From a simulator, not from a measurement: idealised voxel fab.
A process module follows: voxel double patterning.
We display cut, a cross-section 240 nm in width whose square cells are each 5 nm.
If you're reading a cross-section in this doc, picture square cells in a grid; it comes to you as bands, top ones listed first down to the bottom, and a band can be one or more rows of cells.
The entry gives the band's vertical extent as a top height and a bottom height in nm, then its horizontal make-up as materials from left to right, each with a width in nm. "blank" stands for empty space; a single material marked "full width" fills the band edge to edge.
All heights in this document are referenced to 0, defined as the level beneath which the wafer, as received, consists entirely of one material. The lowest band is not bounded below; it extends indefinitely downward and is written in the form "0 down".
You'd read "30..40" like this: the band's top row of cells is as wide as the first number, its bottom row is as wide as the second, and going down, every row changes width by the same amount as the row before did.
Step note "stayed the same" = no cross-section cell changed.
Reported under the label "Closed cavity list" are the empty spaces having no open way to the top and comprising 8 cells or more; the notation for each is width x height at distance, in which the distance is measured from the left edge and all three values are in nm.
Text after the settings on a step's line: the simulator's own remark on that step.
When a step includes a mask, the "overlay nm" setting on its line states how far to the right of its planned place that mask lay, and negative values state how far to the left.
List of planned process steps
| 1 | RECEIVE: material Si |
| 2 | CONFORMAL_DEP: material SiO2, thk nm 10 |
| 3 | DIRECTIONAL_DEP: material W, thk nm 15 |
| 4 | DIRECTIONAL_DEP: material SiCN, thk nm 5 |
| 5 | PATTERN: tone open, mask id FIRST, material resist, width nm 15, pitch nm 50, thk nm 15, overlay nm -15 |
| 6 | DIRECTIONAL_ETCH: etch materials SiCN, depth nm 5 |
| 7 | STRIP: etch materials resist |
| 8 | MASKED_ETCH: tone open, mask id SECOND, width nm 15, pitch nm 50, etch materials SiCN, depth nm 5, overlay nm 0 |
| 9 | DIRECTIONAL_ETCH: etch materials W, depth nm 15 |
| 10 | STRIP: etch materials SiCN |
Variable across wafers: step 5 overlay nm (plan value is that of the first wafer; starting state common to all).
The first of several wafers in cross-section, exactly as it reached us after step 1
0 down | Si full width
Closed cavity list: none
Note: the following table is arranged by wafer, a row apiece. Each row reports the end-of-module state: per material, cells gained (+) or cells lost (-) compared with the wafer as received; closed voids follow
overlay nm -15 | +96 SiO2 | +105 W | Closed cavity list: none
overlay nm -10 | +96 SiO2 | +99 W | Closed cavity list: none
overlay nm -5 | +96 SiO2 | +99 W | Closed cavity list: none
overlay nm 0 | +96 SiO2 | +99 W | Closed cavity list: none
overlay nm 5 | +96 SiO2 | +99 W | Closed cavity list: none
overlay nm 10 | +96 SiO2 | +99 W | Closed cavity list: none
overlay nm 15 | +96 SiO2 | +105 W | Closed cavity list: none
